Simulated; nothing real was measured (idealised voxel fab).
You're looking at the process module voxel ribs on slabs.
The cross-section shown here is cut; it is 295 nm wide and divided into square cells measuring 5 nm on a side.
Cross-sections here: square-cell grids, written as top-down lists of bands, a band being one or more rows of cells.
Each band's line starts with the height of the band's top and of its bottom, in nm. Then come its materials from left to right, each with its width in nm. One material with "full width" fills the band from edge to edge. "air" is empty space.
Zero point of the height axis is 0; under it, received wafer = one material. Lowest band: continues down indefinitely, "0 and below".
Top row gets the first number, bottom row gets the second, and each row in between changes by the same step: that is how a band width like "30..40" works.
Any step labelled "nothing got changed" changed none of the cells in the cross-section.
Heads up: "Unvented cavities" only lists the empty pockets with no open path to the top that are 8 cells or more, and it writes them as width x height at distance, distance from the left edge, in nm.
Post-settings text on a step line: simulator's own remark regarding the step.
Regarding "overlay nm": on a step with a mask, it is the distance the mask lay to the right of its planned place; a negative value places it to the left.

Process steps (planned)
1. RECEIVE [material Si]
2. DIRECTIONAL_DEP [material SiO2] [thk nm 30]
3. DIRECTIONAL_DEP [material SiN] [thk nm 25]
4. DIRECTIONAL_DEP [material aC] [thk nm 15]
5. PATTERN [tone cover] [mask id RIB] [material resist] [width nm 15] [thk nm 30] [overlay nm 0]
6. DIRECTIONAL_ETCH [etch materials aC] [depth nm 15]
7. STRIP [etch materials resist]
8. DIRECTIONAL_ETCH [etch materials SiN] [depth nm 20]
9. STRIP [etch materials aC]
10. MASKED_ETCH [tone cover] [mask id SLAB] [width nm 55] [etch materials SiN] [depth nm 5] [overlay nm 0]
11. FILL_DEP [material SiO2] [thk nm 30]
12. CMP [height nm 75]
13. DIRECTIONAL_DEP [material W] [thk nm 5]
14. DIRECTIONAL_DEP [material aC] [thk nm 15]
15. PATTERN [tone cover] [mask id HEATER] [material resist] [width nm 25] [thk nm 30] [overlay nm 0]
16. DIRECTIONAL_ETCH [etch materials aC] [depth nm 15]
17. STRIP [etch materials resist]
18. DIRECTIONAL_ETCH [etch materials W] [depth nm 5]
19. STRIP [etch materials aC]
20. CONFORMAL_DEP [material SiN] [thk nm 5]

Cross-section, incoming material, after step 1
> 0 and below  Si full width
> Unvented cavities: none

Final wafer profile in cross-section after the module, from the same start and plan as above, with one mistake made during processing
> 80 down to 75  air (135), then W (25), then air (135)
> 75 down to 55  SiO2 full width
> 55 down to 35  SiO2 (140), then SiN (15), then SiO2 (140)
> 35 down to 30  SiO2 (120), then SiN (55), then SiO2 (120)
> 30 down to 0  SiO2 full width
> 0 and below  Si full width
> Unvented cavities: none
Where did the run depart from the plan? step 20 of the plan never got run, it was skipped over
